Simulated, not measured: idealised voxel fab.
Documented hereafter: the process module known as voxel self aligned vias.
The cross-section shown here is cut; it is 185 nm wide and divided into square cells measuring 5 nm on a side.
Reading order for cross-sections: top band down to bottom band. Underlying form: a grid of square cells. Band size: one or more rows of cells.
Quick guide to a band line: top height, bottom height (nm) up front; then every material left to right with its width in nm. Only one material and it's marked "all across"? Then it fills the band edge to edge. And "blank" just means empty space.
Ref level 0: as-received wafer is one material below here. Bottom band extends down with no lower bound ("top 0, no bottom").
So if you see something like "30 to 40" for the width, read it as the top row of the band sitting at the first number and the bottom row at the second, with every row in between moving by the same amount as the last.
What does "no alteration" mean for a step? It means no cell of the cross-section changed in that step.
"Catalogued sealed voids" means: voids of 8 cells or more that are shut off from the top with no open way through. Written width x height at distance, distance from the left edge, in nm.
That trailing text on a step's line, after the settings, is the simulator's own remark on the step.
"overlay nm", when on a step's line for a step with a mask, measures how far to the right of its planned place the mask lay; a negative measure means to the left.

# Steps planned for the process
1) RECEIVE: material Si
2) CONFORMAL_DEP: material SiO2, thk nm 15
3) CONFORMAL_DEP: material SiCN, thk nm 5
4) DIRECTIONAL_DEP: material SiO2, thk nm 30
5) DIRECTIONAL_DEP: material aC, thk nm 15
6) PATTERN: tone open, mask id LINES, material resist, width nm 30, pitch nm 70, thk nm 30, overlay nm 0
7) DIRECTIONAL_ETCH: etch materials aC, depth nm 15
8) STRIP: etch materials resist
9) DIRECTIONAL_ETCH: etch materials SiO2, depth nm 30
10) STRIP: etch materials aC
11) CONFORMAL_DEP: material TiN, thk nm 5
12) FILL_DEP: material W, thk nm 10
13) CMP: height nm 50
14) SELECTIVE_ETCH: etch materials W Ru TiN, depth nm 5
15) FILL_DEP: material SiN, thk nm 5
16) CMP: height nm 50
17) DIRECTIONAL_DEP: material SiO2, thk nm 15
18) MASKED_ETCH: tone open, mask id VIAS, width nm 40, pitch nm 70, etch materials SiO2, depth nm 15, overlay nm 0
19) MASKED_ETCH: tone open, mask id VIAS, width nm 40, pitch nm 70, etch materials SiN, depth nm 5, overlay nm 0
20) CONFORMAL_DEP: material TiN, thk nm 5
21) FILL_DEP: material W, thk nm 5
22) CMP: height nm 65
23) CONFORMAL_DEP: material SiCN, thk nm 5

# first wafer, as planned

# Incoming wafer in cross-section (state: after step 1)
top 0, no bottom: Si all across
Catalogued sealed voids: none

# Take a look at the wafer's cross-section after step 2
top 15, bottom 0: SiO2 all across
Unchanged below 0.

# Take a look at the wafer's cross-section after step 3
top 20, bottom 15: SiCN all across
Unchanged below 15.

# Take a look at the wafer's cross-section after step 4
top 50, bottom 20: SiO2 all across
Unchanged below 20.

# Take a look at the wafer's cross-section after step 5
top 65, bottom 50: aC all across
Unchanged below 50.

# Take a look at the wafer's cross-section after step 6
top 95, bottom 65: resist=40 / blank=30 / resist=40 / blank=30 / resist=45
Unchanged below 65.

# Take a look at the wafer's cross-section after step 7
top 80, bottom 65: resist=40 / blank=30 / resist=40 / blank=30 / resist=45
top 65, bottom 50: aC=40 / blank=30 / aC=40 / blank=30 / aC=45
Unchanged below 50.

# Take a look at the wafer's cross-section after step 8
top 65, bottom 50: aC=40 / blank=30 / aC=40 / blank=30 / aC=45
Unchanged below 50.

# Take a look at the wafer's cross-section after step 9
top 65, bottom 50: aC=40 / blank=30 / aC=40 / blank=30 / aC=45
top 50, bottom 20: SiO2=40 / blank=30 / SiO2=40 / blank=30 / SiO2=45
Unchanged below 20.

# Take a look at the wafer's cross-section after step 10
top 50, bottom 20: SiO2=40 / blank=30 / SiO2=40 / blank=30 / SiO2=45
Unchanged below 20.

# Take a look at the wafer's cross-section after step 11
top 55, bottom 50: TiN=45 / blank=20 / TiN=50 / blank=20 / TiN=50
top 50, bottom 25: SiO2=40 / TiN=5 / blank=20 / TiN=5 / SiO2=40 / TiN=5 / blank=20 / TiN=5 / SiO2=45
top 25, bottom 20: SiO2=40 / TiN=30 / SiO2=40 / TiN=30 / SiO2=45
Unchanged below 20.

# Take a look at the wafer's cross-section after step 12
top 65, bottom 55: W all across
top 55, bottom 50: TiN=45 / W=20 / TiN=50 / W=20 / TiN=50
top 50, bottom 25: SiO2=40 / TiN=5 / W=20 / TiN=5 / SiO2=40 / TiN=5 / W=20 / TiN=5 / SiO2=45
Unchanged below 25.

# Take a look at the wafer's cross-section after step 13
top 50, bottom 25: SiO2=40 / TiN=5 / W=20 / TiN=5 / SiO2=40 / TiN=5 / W=20 / TiN=5 / SiO2=45
Unchanged below 25.

# Take a look at the wafer's cross-section after step 14
top 50, bottom 45: SiO2=40 / blank=30 / SiO2=40 / blank=30 / SiO2=45
Unchanged below 45.

# Take a look at the wafer's cross-section after step 15
top 55, bottom 50: SiN all across
top 50, bottom 45: SiO2=40 / SiN=30 / SiO2=40 / SiN=30 / SiO2=45
Unchanged below 45.

# Take a look at the wafer's cross-section after step 16
top 50, bottom 45: SiO2=40 / SiN=30 / SiO2=40 / SiN=30 / SiO2=45
Unchanged below 45.

# Take a look at the wafer's cross-section after step 17
top 65, bottom 50: SiO2 all across
Unchanged below 50.

# Take a look at the wafer's cross-section after step 18
top 65, bottom 50: SiO2=35 / blank=40 / SiO2=30 / blank=40 / SiO2=40
Unchanged below 50.

# Take a look at the wafer's cross-section after step 19
top 65, bottom 50: SiO2=35 / blank=40 / SiO2=30 / blank=40 / SiO2=40
top 50, bottom 45: SiO2=40 / blank=30 / SiO2=40 / blank=30 / SiO2=45
Unchanged below 45.

# Take a look at the wafer's cross-section after step 20
top 70, bottom 65: TiN=40 / blank=30 / TiN=40 / blank=30 / TiN=45
top 65, bottom 55: SiO2=35 / TiN=5 / blank=30 / TiN=5 / SiO2=30 / TiN=5 / blank=30 / TiN=5 / SiO2=40
top 55, bottom 50: SiO2=35 / TiN=10 / blank=20 / TiN=10 / SiO2=30 / TiN=10 / blank=20 / TiN=10 / SiO2=40
top 50, bottom 45: SiO2=40 / TiN=30 / SiO2=40 / TiN=30 / SiO2=45
Unchanged below 45.

# Take a look at the wafer's cross-section after step 21
top 75, bottom 70: W all across
top 70, bottom 65: TiN=40 / W=30 / TiN=40 / W=30 / TiN=45
top 65, bottom 55: SiO2=35 / TiN=5 / W=30 / TiN=5 / SiO2=30 / TiN=5 / W=30 / TiN=5 / SiO2=40
top 55, bottom 50: SiO2=35 / TiN=10 / W=20 / TiN=10 / SiO2=30 / TiN=10 / W=20 / TiN=10 / SiO2=40
Unchanged below 50.

# Take a look at the wafer's cross-section after step 22
top 65, bottom 55: SiO2=35 / TiN=5 / W=30 / TiN=5 / SiO2=30 / TiN=5 / W=30 / TiN=5 / SiO2=40
Unchanged below 55.

# Take a look at the wafer's cross-section after step 23
top 70, bottom 65: SiCN all across
Unchanged below 65.

# What follows concerns the second wafer, which started out like the first and was meant to follow the very same plan; one mistake crept in when it was run, but everything up to and including step 1 is the same as for the first wafer

# Second wafer, sectioned view, at step 2's planned end time
top 5, bottom 0: SiCN all across
Unchanged below 0.

# Second wafer, sectioned view, at step 3's planned end time
top 20, bottom 5: SiO2 all across
Unchanged below 5.

# Second wafer, sectioned view, at step 4's planned end time
top 50, bottom 5: SiO2 all across
Unchanged below 5.

# Second wafer, sectioned view, at step 5's planned end time
top 65, bottom 50: aC all across
Unchanged below 50.

# Second wafer, sectioned view, at step 6's planned end time
top 95, bottom 65: resist=40 / blank=30 / resist=40 / blank=30 / resist=45
Unchanged below 65.

# Second wafer, sectioned view, at step 7's planned end time
top 80, bottom 65: resist=40 / blank=30 / resist=40 / blank=30 / resist=45
top 65, bottom 50: aC=40 / blank=30 / aC=40 / blank=30 / aC=45
Unchanged below 50.

# Second wafer, sectioned view, at step 8's planned end time
top 65, bottom 50: aC=40 / blank=30 / aC=40 / blank=30 / aC=45
Unchanged below 50.

# Second wafer, sectioned view, at step 9's planned end time
top 65, bottom 50: aC=40 / blank=30 / aC=40 / blank=30 / aC=45
top 50, bottom 20: SiO2=40 / blank=30 / SiO2=40 / blank=30 / SiO2=45
Unchanged below 20.

# Second wafer, sectioned view, at step 10's planned end time
top 50, bottom 20: SiO2=40 / blank=30 / SiO2=40 / blank=30 / SiO2=45
Unchanged below 20.

# Second wafer, sectioned view, at step 11's planned end time
top 55, bottom 50: TiN=45 / blank=20 / TiN=50 / blank=20 / TiN=50
top 50, bottom 25: SiO2=40 / TiN=5 / blank=20 / TiN=5 / SiO2=40 / TiN=5 / blank=20 / TiN=5 / SiO2=45
top 25, bottom 20: SiO2=40 / TiN=30 / SiO2=40 / TiN=30 / SiO2=45
Unchanged below 20.

# Second wafer, sectioned view, at step 12's planned end time
top 65, bottom 55: W all across
top 55, bottom 50: TiN=45 / W=20 / TiN=50 / W=20 / TiN=50
top 50, bottom 25: SiO2=40 / TiN=5 / W=20 / TiN=5 / SiO2=40 / TiN=5 / W=20 / TiN=5 / SiO2=45
Unchanged below 25.

# Second wafer, sectioned view, at step 13's planned end time
top 50, bottom 25: SiO2=40 / TiN=5 / W=20 / TiN=5 / SiO2=40 / TiN=5 / W=20 / TiN=5 / SiO2=45
Unchanged below 25.

# Second wafer, sectioned view, at step 14's planned end time
top 50, bottom 45: SiO2=40 / blank=30 / SiO2=40 / blank=30 / SiO2=45
Unchanged below 45.

# Second wafer, sectioned view, at step 15's planned end time
top 55, bottom 50: SiN all across
top 50, bottom 45: SiO2=40 / SiN=30 / SiO2=40 / SiN=30 / SiO2=45
Unchanged below 45.

# Second wafer, sectioned view, at step 16's planned end time
top 50, bottom 45: SiO2=40 / SiN=30 / SiO2=40 / SiN=30 / SiO2=45
Unchanged below 45.

# Second wafer, sectioned view, at step 17's planned end time
top 65, bottom 50: SiO2 all across
Unchanged below 50.

# Second wafer, sectioned view, at step 18's planned end time
top 65, bottom 50: SiO2=35 / blank=40 / SiO2=30 / blank=40 / SiO2=40
Unchanged below 50.

# Second wafer, sectioned view, at step 19's planned end time
top 65, bottom 50: SiO2=35 / blank=40 / SiO2=30 / blank=40 / SiO2=40
top 50, bottom 45: SiO2=40 / blank=30 / SiO2=40 / blank=30 / SiO2=45
Unchanged below 45.

# Second wafer, sectioned view, at step 20's planned end time
top 70, bottom 65: TiN=40 / blank=30 / TiN=40 / blank=30 / TiN=45
top 65, bottom 55: SiO2=35 / TiN=5 / blank=30 / TiN=5 / SiO2=30 / TiN=5 / blank=30 / TiN=5 / SiO2=40
top 55, bottom 50: SiO2=35 / TiN=10 / blank=20 / TiN=10 / SiO2=30 / TiN=10 / blank=20 / TiN=10 / SiO2=40
top 50, bottom 45: SiO2=40 / TiN=30 / SiO2=40 / TiN=30 / SiO2=45
Unchanged below 45.

# Second wafer, sectioned view, at step 21's planned end time
top 75, bottom 70: W all across
top 70, bottom 65: TiN=40 / W=30 / TiN=40 / W=30 / TiN=45
top 65, bottom 55: SiO2=35 / TiN=5 / W=30 / TiN=5 / SiO2=30 / TiN=5 / W=30 / TiN=5 / SiO2=40
top 55, bottom 50: SiO2=35 / TiN=10 / W=20 / TiN=10 / SiO2=30 / TiN=10 / W=20 / TiN=10 / SiO2=40
Unchanged below 50.

# Second wafer, sectioned view, at step 22's planned end time
top 65, bottom 55: SiO2=35 / TiN=5 / W=30 / TiN=5 / SiO2=30 / TiN=5 / W=30 / TiN=5 / SiO2=40
Unchanged below 55.

# Second wafer, sectioned view, at step 23's planned end time
top 70, bottom 65: SiCN all across
Unchanged below 65.
What was the processing mistake? contrary to the plan, steps 2 and 3 were processed in exchanged order
So at the finish, the second wafer's got exactly as many cells of each material as the first, just not in the same spots.
